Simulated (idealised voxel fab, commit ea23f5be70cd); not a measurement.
process module | voxel air gaps
cross-section cut | 300 nm wide | cells 5 nm
A cross-section is a grid of square cells, given in bands from the top down. A band is one or more rows of cells.
Each band's line starts with the height of the band's top and of its bottom, in nm. Then come its materials from left to right, each with its width in nm. One material with "throughout" fills the band from edge to edge. "air" is empty space.
Height 0 is the level under which the wafer as received is all one material. The lowest band goes on downwards, as in "0 down".
A width such as "30 to 40" changes by the same amount from each row of cells to the next, from the band's top row to its bottom row.
"no change" after a step means that no cell of the cross-section changed.
closed voids: empty space of 8 cells or more with no open way to the top, each as width x height at its distance from the left edge, in nm
after a step's settings: what the simulator itself notes on the step
overlay nm, on a step with a mask: how far to the right of its planned place the mask lay; to the left if negative
plan
1 op RECEIVE | material Si
2 op CONFORMAL_DEP | material SiO2 | thk nm 15
3 op CONFORMAL_DEP | material SiN | thk nm 5
4 op DIRECTIONAL_DEP | material lowk | thk nm 30
5 op MASKED_ETCH | tone open | mask id LINES | width nm 25 | pitch nm 55 | etch materials lowk | depth nm 30 | overlay nm 0
6 op CONFORMAL_DEP | material TiN | thk nm 5
7 op FILL_DEP | material Ru | thk nm 5
8 op CMP | height nm 50
9 op EPI | material Ru | thk nm 10
10 op SELECTIVE_ETCH | etch materials lowk | depth nm 40
11 op CONFORMAL_DEP | material SiN | thk nm 5
as received, after step 1
  0 down: Si throughout
  closed voids: none
a wafer at the end: this start, this plan, one mistake
  55 to 50: air 65 | SiN 165 | air 70
  50 to 40: air 65 | SiN 5 | Ru 45 | SiN 10 | Ru 45 | SiN 10 | Ru 45 | SiN 5 | air 70
  40 to 35: air 65 | SiN 15 | TiN 5 | Ru 15 | TiN 5 | SiN 30 | TiN 5 | Ru 15 | TiN 5 | SiN 30 | TiN 5 | Ru 15 | TiN 5 | SiN 15 | air 70
  35 to 25: air 75 | SiN 5 | TiN 5 | Ru 15 | TiN 5 | SiN 5 | air 20 | SiN 5 | TiN 5 | Ru 15 | TiN 5 | SiN 5 | air 20 | SiN 5 | TiN 5 | Ru 15 | TiN 5 | SiN 5 | air 80
  25 to 20: SiN 80 | TiN 25 | SiN 30 | TiN 25 | SiN 30 | TiN 25 | SiN 85
  20 to 15: SiN throughout
  15 to 0: SiO2 throughout
  0 down: Si throughout
  closed voids: 20 x 10 at 110; 20 x 10 at 165
what went wrong: step 8 ran as: op CMP | height nm 40
